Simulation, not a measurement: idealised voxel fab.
This section sets out a process module, namely voxel ribs on slabs.
In the cross-section labelled cut, the width is 290 nm and each square cell is 5 nm.
Notation: cross-section as square-cell grid; stated in bands, top first, going down; one or more cell rows per band. This entry defines a band. It first specifies the height of the band's top and the height of its bottom in nm, and then specifies the band's materials from left to right, stating each material with its width in nm. The word "all across" identifies a single material that fills the band from edge to edge, while the word "air" identifies empty space. Where do heights start? At 0: under that level the wafer as delivered is made of one material only. And the lowest band has no floor; it just carries on downward, as in "top 0, no bottom". A width such as "30..40" changes by the same amount from each row of cells to the next, from the band's top row to its bottom row. Step note "no modifications" = no cross-section cell changed. For the entry "Voids, fully enclosed", the listed items are empty spaces with no open way to the top whose size is 8 cells or more; each item follows the pattern width x height at distance, where distance is from the left edge and all three are in nm. Step line, after settings: the simulator's comment on this step. overlay nm: where the mask lay relative to plan, measured to the right, on steps with a mask; negatives go left.

THIS SECTION LISTS THE PROCESS STEPS THAT WERE PLANNED
1: RECEIVE | material Si
2: DIRECTIONAL_DEP | material SiO2 | thk nm 25
3: DIRECTIONAL_DEP | material polySi | thk nm 25
4: PATTERN | tone cover | mask id RIB | material resist | width nm 30 | thk nm 20 | overlay nm 0
5: DIRECTIONAL_ETCH | etch materials polySi | depth nm 10
6: STRIP | etch materials resist
7: MASKED_ETCH | tone cover | mask id SLAB | width nm 90 | etch materials polySi | depth nm 5 | overlay nm 0
8: FILL_DEP | material SiO2 | thk nm 25
9: CMP | height nm 70
10: DIRECTIONAL_DEP | material TiN | thk nm 5
11: MASKED_ETCH | tone cover | mask id HEATER | width nm 40 | etch materials TiN | depth nm 5 | overlay nm 0
12: CONFORMAL_DEP | material SiO2 | thk nm 5
Don't read the plan's depth nm for step 7 as applying to every wafer: that's the first wafer's value, and the wafers differ in it, though they all start identical.

CROSS-SECTIONAL VIEW OF THE FIRST OF SEVERAL WAFERS IN THE AS-RECEIVED CONDITION, CORRESPONDING TO THE STATE FOLLOWING STEP 1
  top 0, no bottom = Si all across
  Voids, fully enclosed: none

WHAT FOLLOWS IS A TABLE IN WHICH EACH WAFER OCCUPIES A ROW; FOR THE WAFER AS IT STANDS AT THE CLOSE OF THE MODULE, THE ROW STATES, MATERIAL BY MATERIAL, HOW MANY CELLS HAVE BEEN GAINED (+) OR LOST (-) SINCE RECEIPT, AND THEN GIVES ITS CLOSED VOIDS
depth nm 5, +726 SiO2, +8 TiN, +146 polySi, Voids, fully enclosed: none
depth nm 10, +766 SiO2, +8 TiN, +106 polySi, Voids, fully enclosed: none
depth nm 15, +806 SiO2, +8 TiN, +66 polySi, Voids, fully enclosed: none
depth nm 20, +806 SiO2, +8 TiN, +66 polySi, Voids, fully enclosed: none
depth nm 25, +806 SiO2, +8 TiN, +66 polySi, Voids, fully enclosed: none
depth nm 30, +806 SiO2, +8 TiN, +66 polySi, Voids, fully enclosed: none
